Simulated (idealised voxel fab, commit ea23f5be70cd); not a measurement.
process module | voxel tone inversion
cross-section cut | 240 nm wide | cells 5 nm
A cross-section is a grid of square cells, given in bands from the top down. A band is one or more rows of cells.
Each band's line starts with the height of the band's top and of its bottom, in nm. Then come its materials from left to right, each with its width in nm. One material with "throughout" fills the band from edge to edge. "air" is empty space.
Height 0 is the level under which the wafer as received is all one material. The lowest band goes on downwards, as in "0 down".
A width such as "30 to 40" changes by the same amount from each row of cells to the next, from the band's top row to its bottom row.
"no change" after a step means that no cell of the cross-section changed.
closed voids: empty space of 8 cells or more with no open way to the top, each as width x height at its distance from the left edge, in nm
after a step's settings: what the simulator itself notes on the step
overlay nm, on a step with a mask: how far to the right of its planned place the mask lay; to the left if negative
plan
1 op RECEIVE | material Si
2 op CONFORMAL_DEP | material SiCN | thk nm 5
3 op DIRECTIONAL_DEP | material polySi | thk nm 20
4 op PATTERN | tone cover | mask id POSTS | material resist | width nm 25 | pitch nm 55 | thk nm 30 | overlay nm 0
5 op DIRECTIONAL_ETCH | etch materials polySi | depth nm 20
6 op STRIP | etch materials resist
7 op FILL_DEP | material lowk | thk nm 10
8 op CMP | height nm 25
9 op STRIP | etch materials polySi
first wafer, as planned
as received, after step 1
  0 down: Si throughout
  closed voids: none
after step 2
  5 to 0: SiCN throughout
  below 0: unchanged
after step 3
  25 to 5: polySi throughout
  below 5: unchanged
after step 4
  55 to 25: air 50 | resist 25 | air 30 | resist 25 | air 30 | resist 25 | air 55
  below 25: unchanged
after step 5
  55 to 25: air 50 | resist 25 | air 30 | resist 25 | air 30 | resist 25 | air 55
  25 to 5: air 50 | polySi 25 | air 30 | polySi 25 | air 30 | polySi 25 | air 55
  below 5: unchanged
after step 6
  25 to 5: air 50 | polySi 25 | air 30 | polySi 25 | air 30 | polySi 25 | air 55
  below 5: unchanged
after step 7
  35 to 25: lowk throughout
  25 to 5: lowk 50 | polySi 25 | lowk 30 | polySi 25 | lowk 30 | polySi 25 | lowk 55
  below 5: unchanged
after step 8
  25 to 5: lowk 50 | polySi 25 | lowk 30 | polySi 25 | lowk 30 | polySi 25 | lowk 55
  below 5: unchanged
after step 9
  25 to 5: lowk 50 | air 25 | lowk 30 | air 25 | lowk 30 | air 25 | lowk 55
  below 5: unchanged
second wafer: like start, like plan, one mistake. Through step 1 it matches the first wafer
when step 2 should have ended
  20 to 0: polySi throughout
  below 0: unchanged
when step 3 should have ended
  25 to 20: SiCN throughout
  below 20: unchanged
when step 4 should have ended
  55 to 25: air 50 | resist 25 | air 30 | resist 25 | air 30 | resist 25 | air 55
  below 25: unchanged
when step 5 should have ended: no change
when step 6 should have ended
  25 to 20: SiCN throughout
  below 20: unchanged
when step 7 should have ended
  35 to 25: lowk throughout
  below 25: unchanged
when step 8 should have ended
  25 to 20: SiCN throughout
  below 20: unchanged
when step 9 should have ended: no change
what went wrong: steps 2 and 3 were swapped
at the end the second wafer has, in cells: 132 fewer of lowk | 192 more of polySi
